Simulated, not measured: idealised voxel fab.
process module | voxel transistor to metal
cross-section cut | 200 nm wide | cells 5 nm
A cross-section is a grid of square cells, given in bands from the top down. A band is one or more rows of cells.
Each band's line starts with the height of the band's top and of its bottom, in nm. Then come its materials from left to right, each with its width in nm. One material with "throughout" fills the band from edge to edge. "air" is empty space.
Height 0 is the level under which the wafer as received is all one material. The lowest band goes on downwards, as in "0 down".
A width such as "30 to 40" changes by the same amount from each row of cells to the next, from the band's top row to its bottom row.
"no change" after a step means that no cell of the cross-section changed.
closed voids: empty space of 8 cells or more with no open way to the top, each as width x height at its distance from the left edge, in nm
after a step's settings: what the simulator itself notes on the step
overlay nm, on a step with a mask: how far to the right of its planned place the mask lay; to the left if negative
plan
1 op RECEIVE | material Si
2 op OXIDIZE | depth nm 5
3 op CONFORMAL_DEP | material SiN | thk nm 15
4 op PATTERN | tone cover | mask id ACTIVE | material resist | width nm 115 | thk nm 15 | overlay nm 0
5 op DIRECTIONAL_ETCH | etch materials SiN | depth nm 15
6 op DIRECTIONAL_ETCH | etch materials SiO2 | depth nm 5
7 op DIRECTIONAL_ETCH | etch materials Si | depth nm 25
8 op STRIP | etch materials resist
9 op OXIDIZE | depth nm 5
10 op FILL_DEP | material SiO2 | thk nm 10
11 op CMP | height nm 15
12 op SELECTIVE_ETCH | etch materials SiO2 | depth nm 10
13 op STRIP | etch materials SiN
14 op SELECTIVE_ETCH | etch materials SiO2 | depth nm 5
15 op OXIDIZE | depth nm 5
16 op DIRECTIONAL_DEP | material polySi | thk nm 20
17 op DIRECTIONAL_DEP | material SiCN | thk nm 15
18 op PATTERN | tone cover | mask id GATE | material resist | width nm 35 | thk nm 15 | overlay nm 0
19 op DIRECTIONAL_ETCH | etch materials SiCN | depth nm 25
20 op DIRECTIONAL_ETCH | etch materials polySi | depth nm 30
21 op STRIP | etch materials resist
22 op CONFORMAL_DEP | material SiN | thk nm 10
23 op DIRECTIONAL_ETCH | etch materials SiN | depth nm 10
24 op DIRECTIONAL_ETCH | etch materials SiO2 | depth nm 5
25 op DIRECTIONAL_ETCH | etch materials Si | depth nm 10
26 op EPI | material SiGe | thk nm 10
27 op FILL_DEP | material SiO2 | thk nm 5
28 op CMP | height nm 15
29 op STRIP | etch materials polySi
30 op SELECTIVE_ETCH | etch materials SiO2 | depth nm 5
31 op CONFORMAL_DEP | material HfO2 | thk nm 5
32 op CONFORMAL_DEP | material TiN | thk nm 5
33 op FILL_DEP | material W | thk nm 10
34 op CMP | height nm 10
35 op DIRECTIONAL_DEP | material SiO2 | thk nm 10
36 op MASKED_ETCH | tone open | mask id CONTACT | width nm 15 | pitch nm 90 | etch materials SiO2 | depth nm 30 | overlay nm 0
37 op CONFORMAL_DEP | material TiN | thk nm 5
38 op FILL_DEP | material W | thk nm 10
39 op CMP | height nm 20
40 op CONFORMAL_DEP | material SiN | thk nm 5
41 op DIRECTIONAL_DEP | material SiO2 | thk nm 20
42 op PATTERN | tone open | mask id METAL_1 | material resist | width nm 15 | pitch nm 90 | thk nm 20 | overlay nm 0
43 op DIRECTIONAL_ETCH | etch materials SiO2 | depth nm 20
44 op DIRECTIONAL_ETCH | etch materials SiN | depth nm 5
45 op STRIP | etch materials resist
46 op CONFORMAL_DEP | material TiN | thk nm 5
47 op FILL_DEP | material Cu | thk nm 5
48 op CMP | height nm 45
49 op CONFORMAL_DEP | material SiN | thk nm 5
varied across the wafers: width nm of step 4. The plan shows the first wafer's value. All wafers start alike
first wafer as received, after step 1
  0 down: Si throughout
  closed voids: none
each wafer at the end: cells of each material gained (+) or lost (-) since it was received, then its closed voids
width nm 115 | +8 Cu | +15 HfO2 | -195 Si | +28 SiGe | +90 SiN | +381 SiO2 | +57 TiN | +16 W | closed voids: none
width nm 120 | +8 Cu | +15 HfO2 | -192 Si | +30 SiGe | +90 SiN | +376 SiO2 | +57 TiN | +16 W | closed voids: none
width nm 125 | +8 Cu | +15 HfO2 | -189 Si | +32 SiGe | +90 SiN | +371 SiO2 | +57 TiN | +16 W | closed voids: none
width nm 130 | +8 Cu | +15 HfO2 | -186 Si | +34 SiGe | +90 SiN | +366 SiO2 | +57 TiN | +16 W | closed voids: none
width nm 135 | +8 Cu | +15 HfO2 | -183 Si | +36 SiGe | +90 SiN | +361 SiO2 | +57 TiN | +16 W | closed voids: none
width nm 140 | +8 Cu | +15 HfO2 | -180 Si | +38 SiGe | +90 SiN | +356 SiO2 | +57 TiN | +16 W | closed voids: none
